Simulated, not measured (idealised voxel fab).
The following process module bears the name voxel self aligned vias.
Each square cell in cross-section cut measures 5 nm, and the section as a whole is 275 nm wide.
Bands, listed from the top down, are how a cross-section gets written in this document; the cross-section itself is a grid of square cells, and a band is one or more rows of them.
Read a band's entry like this: the first values are the height of its top and the height of its bottom in nm, and what follows is the sequence of materials from left to right, each with its width in nm. Note that "empty" is empty space, and that a single material marked "edge to edge" reaches across the band from edge to edge.
Convention: height 0 is the level below which the wafer, as received, is all one material. The lowest band does not terminate at the bottom but continues downward, represented as "0 and below".
A width given as "30 to 40" starts at the first number in the band's top row and ends at the second number in its bottom row, shifting by an equal amount at every step from row to row.
Key: "changes: none" - step with no changed cell in the cross-section.
Closed empty spaces (no open way to the top) of 8 cells or more are what "Fully closed voids" lists, each as width x height at distance from the left edge, nm for all three.
Whatever follows a step's settings on its line is a remark the simulator itself makes about that step.
overlay nm: right-of-plan distance of the mask on a masked step; negative values mean left-of-plan.
The steps planned for the process are as follows:
1: RECEIVE with material Si
2: CONFORMAL_DEP with material SiO2, thk nm 15
3: CONFORMAL_DEP with material SiCN, thk nm 5
4: DIRECTIONAL_DEP with material SiO2, thk nm 25
5: PATTERN with tone open, mask id LINES, material resist, width nm 25, pitch nm 75, thk nm 15, overlay nm 0
6: DIRECTIONAL_ETCH with etch materials SiO2, depth nm 25
7: STRIP with etch materials resist
8: CONFORMAL_DEP with material TiN, thk nm 5
9: FILL_DEP with material Ru, thk nm 10
10: CMP with height nm 45
11: SELECTIVE_ETCH with etch materials W Ru TiN, depth nm 10
12: FILL_DEP with material SiN, thk nm 5
13: CMP with height nm 45
14: DIRECTIONAL_DEP with material SiO2, thk nm 15
15: PATTERN with tone open, mask id VIAS, material resist, width nm 45, pitch nm 150, thk nm 20, overlay nm 0
16: DIRECTIONAL_ETCH with etch materials SiO2, depth nm 15
17: DIRECTIONAL_ETCH with etch materials SiN, depth nm 10
18: STRIP with etch materials resist
19: CONFORMAL_DEP with material TiN, thk nm 5
20: FILL_DEP with material W, thk nm 5
21: CMP with height nm 60
22: CONFORMAL_DEP with material SiN, thk nm 5
Wafer as received: cross-section following step 1:
> 0 and below = Si edge to edge
> Fully closed voids: none
Figure: cross-sectional view of the wafer upon completion of the module, processed from the initial state and according to the plan depicted above, with one error introduced during execution:
> 65 down to 60 = SiN edge to edge
> 60 down to 45 = 40 SiO2  5 TiN  35 W  5 TiN  105 SiO2  5 TiN  35 W  5 TiN  40 SiO2
> 45 down to 40 = 40 SiO2  5 TiN  35 W  5 TiN  40 SiO2  25 SiN  40 SiO2  5 TiN  35 W  5 TiN  40 SiO2
> 40 down to 35 = 40 SiO2  45 TiN  40 SiO2  25 SiN  40 SiO2  45 TiN  40 SiO2
> 35 down to 25 = 40 to 50 SiO2  15 to 5 TiN  15 Ru  15 to 5 TiN  40 to 50 SiO2  5 TiN  15 Ru  5 TiN  40 to 50 SiO2  15 to 5 TiN  15 Ru  15 to 5 TiN  40 to 50 SiO2
> 25 down to 20 = 50 SiO2  25 TiN  50 SiO2  25 TiN  50 SiO2  25 TiN  50 SiO2
> 20 down to 15 = SiCN edge to edge
> 15 down to 0 = SiO2 edge to edge
> 0 and below = Si edge to edge
> Fully closed voids: none
Finding, execution versus plan: heads up, step 16 of the plan got done twice
